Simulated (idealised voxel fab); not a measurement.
Process module name: voxel trench capacitor
Shown is cross-section cut, with a width of 245 nm and square cells of size 5 nm.
Cross-section spec: square-cell grid; bands listed top down; each band is one or more rows. What a band's entry tells you: where the top is and where the bottom is, as heights in nm, and after that what lies inside, material by material from left to right, each with its width in nm. Empty space is written as the word "air", and a single material marked with the word "throughout" occupies the band from edge to edge. A quick word on heights: they are counted from 0, and under that level the wafer as it came to us is one material throughout. The lowest band is different from the rest in having no bottom; it simply continues downward, written as in "z 0 and below". The notation "30..40" denotes a width that varies across the rows of cells in the band, beginning at the first number in the top row, finishing at the second number in the bottom row, and changing by an identical amount from each row to the next. Where a step carries "no modification", the cross-section came out of it unchanged, cell for cell. Basically, "Voids, enclosed" tells you about the enclosed voids: empty spaces with no open way to the top, 8 cells or bigger, each written width x height at distance, where distance is from the left edge, all in nm. It should be noted that, on the line of a given step, the content following the step's settings is a remark produced by the simulator itself with respect to that step. overlay nm: for a step with a mask, the amount by which the mask lay right of where it was planned; a negative amount means left of it.
Process steps (planned)
- 1: RECEIVE: material Si
- 2: CONFORMAL_DEP: material SiN, thk nm 10
- 3: DIRECTIONAL_DEP: material aC, thk nm 10
- 4: PATTERN: tone open, mask id TRENCH, material resist, width nm 25, pitch nm 45, thk nm 25, overlay nm 0
- 5: DIRECTIONAL_ETCH: etch materials aC, depth nm 10
- 6: STRIP: etch materials resist
- 7: DIRECTIONAL_ETCH: etch materials SiN, depth nm 10
- 8: DIRECTIONAL_ETCH: etch materials Si, depth nm 35
- 9: STRIP: etch materials aC
- 10: CONFORMAL_DEP: material Al2O3, thk nm 5
- 11: CONFORMAL_DEP: material TiN, thk nm 5
- 12: FILL_DEP: material W, thk nm 10
- 13: CMP: height nm 10
The first of two wafers, run as planned
Cross-section, incoming material, after step 1
	z 0 and below: Si throughout
	Voids, enclosed: none
The following cross-section depicts the wafer upon completion of step 2
	z 10 to 0: SiN throughout
	below 0: unchanged
The following cross-section depicts the wafer upon completion of step 3
	z 20 to 10: aC throughout
	below 10: unchanged
The following cross-section depicts the wafer upon completion of step 4
	z 45 to 20: resist (85); air (25); resist (20); air (25); resist (90)
	below 20: unchanged
The following cross-section depicts the wafer upon completion of step 5
	z 35 to 20: resist (85); air (25); resist (20); air (25); resist (90)
	z 20 to 10: aC (85); air (25); aC (20); air (25); aC (90)
	below 10: unchanged
The following cross-section depicts the wafer upon completion of step 6
	z 20 to 10: aC (85); air (25); aC (20); air (25); aC (90)
	below 10: unchanged
The following cross-section depicts the wafer upon completion of step 7
	z 20 to 10: aC (85); air (25); aC (20); air (25); aC (90)
	z 10 to 0: SiN (85); air (25); SiN (20); air (25); SiN (90)
	below 0: unchanged
The following cross-section depicts the wafer upon completion of step 8
	z 20 to 10: aC (85); air (25); aC (20); air (25); aC (90)
	z 10 to 0: SiN (85); air (25); SiN (20); air (25); SiN (90)
	z 0 to -35: Si (85); air (25); Si (20); air (25); Si (90)
	below -35: unchanged
The following cross-section depicts the wafer upon completion of step 9
	z 10 to 0: SiN (85); air (25); SiN (20); air (25); SiN (90)
	below 0: unchanged
The following cross-section depicts the wafer upon completion of step 10
	z 15 to 10: Al2O3 (90); air (15); Al2O3 (30); air (15); Al2O3 (95)
	z 10 to 0: SiN (85); Al2O3 (5); air (15); Al2O3 (5); SiN (20); Al2O3 (5); air (15); Al2O3 (5); SiN (90)
	z 0 to -30: Si (85); Al2O3 (5); air (15); Al2O3 (5); Si (20); Al2O3 (5); air (15); Al2O3 (5); Si (90)
	z -30 to -35: Si (85); Al2O3 (25); Si (20); Al2O3 (25); Si (90)
	below -35: unchanged
The following cross-section depicts the wafer upon completion of step 11
	z 20 to 15: TiN (95); air (5); TiN (40); air (5); TiN (100)
	z 15 to 10: Al2O3 (90); TiN (5); air (5); TiN (5); Al2O3 (30); TiN (5); air (5); TiN (5); Al2O3 (95)
	z 10 to 0: SiN (85); Al2O3 (5); TiN (5); air (5); TiN (5); Al2O3 (5); SiN (20); Al2O3 (5); TiN (5); air (5); TiN (5); Al2O3 (5); SiN (90)
	z 0 to -25: Si (85); Al2O3 (5); TiN (5); air (5); TiN (5); Al2O3 (5); Si (20); Al2O3 (5); TiN (5); air (5); TiN (5); Al2O3 (5); Si (90)
	z -25 to -30: Si (85); Al2O3 (5); TiN (15); Al2O3 (5); Si (20); Al2O3 (5); TiN (15); Al2O3 (5); Si (90)
	below -30: unchanged
The following cross-section depicts the wafer upon completion of step 12
	z 30 to 20: W throughout
	z 20 to 15: TiN (95); W (5); TiN (40); W (5); TiN (100)
	z 15 to 10: Al2O3 (90); TiN (5); W (5); TiN (5); Al2O3 (30); TiN (5); W (5); TiN (5); Al2O3 (95)
	z 10 to 0: SiN (85); Al2O3 (5); TiN (5); W (5); TiN (5); Al2O3 (5); SiN (20); Al2O3 (5); TiN (5); W (5); TiN (5); Al2O3 (5); SiN (90)
	z 0 to -25: Si (85); Al2O3 (5); TiN (5); W (5); TiN (5); Al2O3 (5); Si (20); Al2O3 (5); TiN (5); W (5); TiN (5); Al2O3 (5); Si (90)
	below -25: unchanged
The following cross-section depicts the wafer upon completion of step 13
	z 10 to 0: SiN (85); Al2O3 (5); TiN (5); W (5); TiN (5); Al2O3 (5); SiN (20); Al2O3 (5); TiN (5); W (5); TiN (5); Al2O3 (5); SiN (90)
	below 0: unchanged
Companion wafer, the second of two: same beginning, same intended sequence, one mistake in carrying it out; through step 3 inclusive it tracks the first exactly
Second wafer at the planned finish of step 4, seen in cross-section
	z 45 to 20: resist (90); air (20); resist (25); air (20); resist (90)
	below 20: unchanged
Second wafer at the planned finish of step 5, seen in cross-section
	z 35 to 20: resist (90); air (20); resist (25); air (20); resist (90)
	z 20 to 10: aC (90); air (20); aC (25); air (20); aC (90)
	below 10: unchanged
Second wafer at the planned finish of step 6, seen in cross-section
	z 20 to 10: aC (90); air (20); aC (25); air (20); aC (90)
	below 10: unchanged
Second wafer at the planned finish of step 7, seen in cross-section
	z 20 to 10: aC (90); air (20); aC (25); air (20); aC (90)
	z 10 to 0: SiN (90); air (20); SiN (25); air (20); SiN (90)
	below 0: unchanged
Second wafer at the planned finish of step 8, seen in cross-section
	z 20 to 10: aC (90); air (20); aC (25); air (20); aC (90)
	z 10 to 0: SiN (90); air (20); SiN (25); air (20); SiN (90)
	z 0 to -35: Si (90); air (20); Si (25); air (20); Si (90)
	below -35: unchanged
Second wafer at the planned finish of step 9, seen in cross-section
	z 10 to 0: SiN (90); air (20); SiN (25); air (20); SiN (90)
	below 0: unchanged
Second wafer at the planned finish of step 10, seen in cross-section
	z 15 to 10: Al2O3 (95); air (10); Al2O3 (35); air (10); Al2O3 (95)
	z 10 to 0: SiN (90); Al2O3 (5); air (10); Al2O3 (5); SiN (25); Al2O3 (5); air (10); Al2O3 (5); SiN (90)
	z 0 to -30: Si (90); Al2O3 (5); air (10); Al2O3 (5); Si (25); Al2O3 (5); air (10); Al2O3 (5); Si (90)
	z -30 to -35: Si (90); Al2O3 (20); Si (25); Al2O3 (20); Si (90)
	below -35: unchanged
Second wafer at the planned finish of step 11, seen in cross-section
	z 20 to 15: TiN throughout
	z 15 to 10: Al2O3 (95); TiN (10); Al2O3 (35); TiN (10); Al2O3 (95)
	z 10 to 0: SiN (90); Al2O3 (5); TiN (10); Al2O3 (5); SiN (25); Al2O3 (5); TiN (10); Al2O3 (5); SiN (90)
	z 0 to -30: Si (90); Al2O3 (5); TiN (10); Al2O3 (5); Si (25); Al2O3 (5); TiN (10); Al2O3 (5); Si (90)
	below -30: unchanged
Second wafer at the planned finish of step 12, seen in cross-section
	z 30 to 20: W throughout
	below 20: unchanged
Second wafer at the planned finish of step 13, seen in cross-section
	z 10 to 0: SiN (90); Al2O3 (5); TiN (10); Al2O3 (5); SiN (25); Al2O3 (5); TiN (10); Al2O3 (5); SiN (90)
	below 0: unchanged
Where did the run depart from the plan? step 4 was processed under conditions differing from the plan, specifically as PATTERN: tone open, mask id TRENCH, material resist, width nm 20, pitch nm 45, thk nm 25, overlay nm 0
at the end the second wafer has, in cells: 2 fewer of Al2O3 | 14 more of Si | 4 more of SiN | 2 fewer of TiN | 14 fewer of W
